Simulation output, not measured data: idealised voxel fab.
process module | voxel released beams
cross-section cut | 140 nm wide | cells 5 nm
A cross-section is a grid of square cells, given in bands from the top down. A band is one or more rows of cells.
Each band's line starts with the height of the band's top and of its bottom, in nm. Then come its materials from left to right, each with its width in nm. One material with "throughout" fills the band from edge to edge. "air" is empty space.
Height 0 is the level under which the wafer as received is all one material. The lowest band goes on downwards, as in "0 down".
A width such as "30 to 40" changes by the same amount from each row of cells to the next, from the band's top row to its bottom row.
"no change" after a step means that no cell of the cross-section changed.
closed voids: empty space of 8 cells or more with no open way to the top, each as width x height at its distance from the left edge, in nm
after a step's settings: what the simulator itself notes on the step
overlay nm, on a step with a mask: how far to the right of its planned place the mask lay; to the left if negative
plan
1 op RECEIVE | material Si
2 op CONFORMAL_DEP | material Al2O3 | thk nm 10
3 op DIRECTIONAL_DEP | material SiO2 | thk nm 15
4 op MASKED_ETCH | tone open | mask id ANCHOR | width nm 25 | etch materials SiO2 | depth nm 15 | overlay nm 0
5 op CONFORMAL_DEP | material W | thk nm 10
6 op MASKED_ETCH | tone cover | mask id BEAM | width nm 70 | etch materials W | depth nm 10 | overlay nm 0
7 op STRIP | etch materials SiO2
as received, after step 1
  0 down: Si throughout
  closed voids: none
a wafer at the end: this start, this plan, one mistake
  20 to 10: air 30 | W 70 | air 40
  10 to 0: Al2O3 throughout
  0 down: Si throughout
  closed voids: none
what went wrong: step 3 was left out
